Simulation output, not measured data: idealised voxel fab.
process module | voxel local oxidation
cross-section cut | 280 nm wide | cells 5 nm
A cross-section is a grid of square cells, given in bands from the top down. A band is one or more rows of cells.
Each band's line starts with the height of the band's top and of its bottom, in nm. Then come its materials from left to right, each with its width in nm. One material with "throughout" fills the band from edge to edge. "air" is empty space.
Height 0 is the level under which the wafer as received is all one material. The lowest band goes on downwards, as in "0 down".
A width such as "30 to 40" changes by the same amount from each row of cells to the next, from the band's top row to its bottom row.
"no change" after a step means that no cell of the cross-section changed.
closed voids: empty space of 8 cells or more with no open way to the top, each as width x height at its distance from the left edge, in nm
after a step's settings: what the simulator itself notes on the step
overlay nm, on a step with a mask: how far to the right of its planned place the mask lay; to the left if negative
plan
1 op RECEIVE | material Si
2 op CONFORMAL_DEP | material SiO2 | thk nm 5
3 op CONFORMAL_DEP | material SiN | thk nm 15
4 op PATTERN | tone cover | mask id ACTIVE | material resist | width nm 95 | thk nm 15 | overlay nm 0
5 op DIRECTIONAL_ETCH | etch materials SiN | depth nm 15
6 op STRIP | etch materials resist
7 op SELECTIVE_ETCH | etch materials SiO2 | depth nm 5
8 op OXIDIZE | depth nm 15
9 op STRIP | etch materials SiN
as received, after step 1
  0 down: Si throughout
  closed voids: none
a wafer at the end: this start, this plan, one mistake
  0 to -15: air 110 | Si 55 | air 115
  -15 down: Si throughout
  closed voids: none
what went wrong: step 9 ran as: op STRIP | etch materials SiO2
